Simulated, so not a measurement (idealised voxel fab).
Process module name: voxel ribs on slabs
Section cut is 240 nm wide and gridded with 5 nm square cells.
A cross-section is written here as square cells arranged in a grid, and it is given in bands from the top down, each band taking up one or more rows of cells. Quick guide to a band line: top height, bottom height (nm) up front; then every material left to right with its width in nm. Only one material and it's marked "edge to edge"? Then it fills the band edge to edge. And "blank" just means empty space. Basically, 0 is our baseline, since under it the wafer straight out of the box is all one material. The bottom band has no lower end and keeps on going down, so it looks like "top 0, no bottom". Think of "30..40" as a width that walks from the first number to the second as you go down the band, top row to bottom row, taking equal-sized steps from row to row. Step marked "no alteration"? Then no cell in the cross-section changed in it. Any empty space of 8 cells or more lacking an open way to the top shows up in "Unvented voids" as width x height at distance, distance from the left edge, in nm. Where a step's line continues beyond its settings, the continuation is a remark by the simulator itself on that step. For masked steps, "overlay nm" on the step line gives how far right of plan the mask actually lay; a minus sign means it lay to the left.
Planned step list for the process:
step 1: RECEIVE: material Si
step 2: DIRECTIONAL_DEP: material SiO2, thk nm 30
step 3: DIRECTIONAL_DEP: material SiN, thk nm 20
step 4: MASKED_ETCH: tone cover, mask id RIB, width nm 30, etch materials SiN, depth nm 10, overlay nm 0
step 5: PATTERN: tone cover, mask id SLAB, material resist, width nm 70, thk nm 15, overlay nm 0
step 6: DIRECTIONAL_ETCH: etch materials SiN, depth nm 10
step 7: STRIP: etch materials resist
step 8: FILL_DEP: material SiO2, thk nm 25
step 9: CMP: height nm 65
step 10: DIRECTIONAL_DEP: material TiN, thk nm 5
step 11: MASKED_ETCH: tone cover, mask id HEATER, width nm 40, etch materials TiN, depth nm 5, overlay nm 0
step 12: CONFORMAL_DEP: material SiN, thk nm 10
As-received state of the wafer in cross-section, equivalent to post-step 1:
* top 0, no bottom  Si edge to edge
* Unvented voids: none
Sectioned view, first of two wafers, at the close of the module, processed as intended in the plan:
* top 80, bottom 75  blank (90); SiN (60); blank (90)
* top 75, bottom 70  SiN edge to edge
* top 70, bottom 65  SiN (100); TiN (40); SiN (100)
* top 65, bottom 50  SiO2 edge to edge
* top 50, bottom 40  SiO2 (105); SiN (30); SiO2 (105)
* top 40, bottom 30  SiO2 (85); SiN (70); SiO2 (85)
* top 30, bottom 0  SiO2 edge to edge
* top 0, no bottom  Si edge to edge
* Unvented voids: none
Cross-section of the latter of the two wafers at module completion. It had an identical start and an identical plan to the former; in running it, one mistake was made:
* top 80, bottom 75  blank (90); SiN (60); blank (90)
* top 75, bottom 70  SiN edge to edge
* top 70, bottom 65  SiN (100); TiN (40); SiN (100)
* top 65, bottom 50  SiO2 edge to edge
* top 50, bottom 40  SiO2 (105); SiN (30); SiO2 (105)
* top 40, bottom 30  SiO2 (90); SiN (60); SiO2 (90)
* top 30, bottom 0  SiO2 edge to edge
* top 0, no bottom  Si edge to edge
* Unvented voids: none
Error vs. plan: step 5 went in with a setting other than planned; the actual run was PATTERN: tone cover, mask id SLAB, material resist, width nm 60, thk nm 15, overlay nm 0
Upon completion, the second wafer contains, in terms of cells, a greater or smaller amount of certain materials than the first wafer: 4 fewer of SiN | 4 more of SiO2
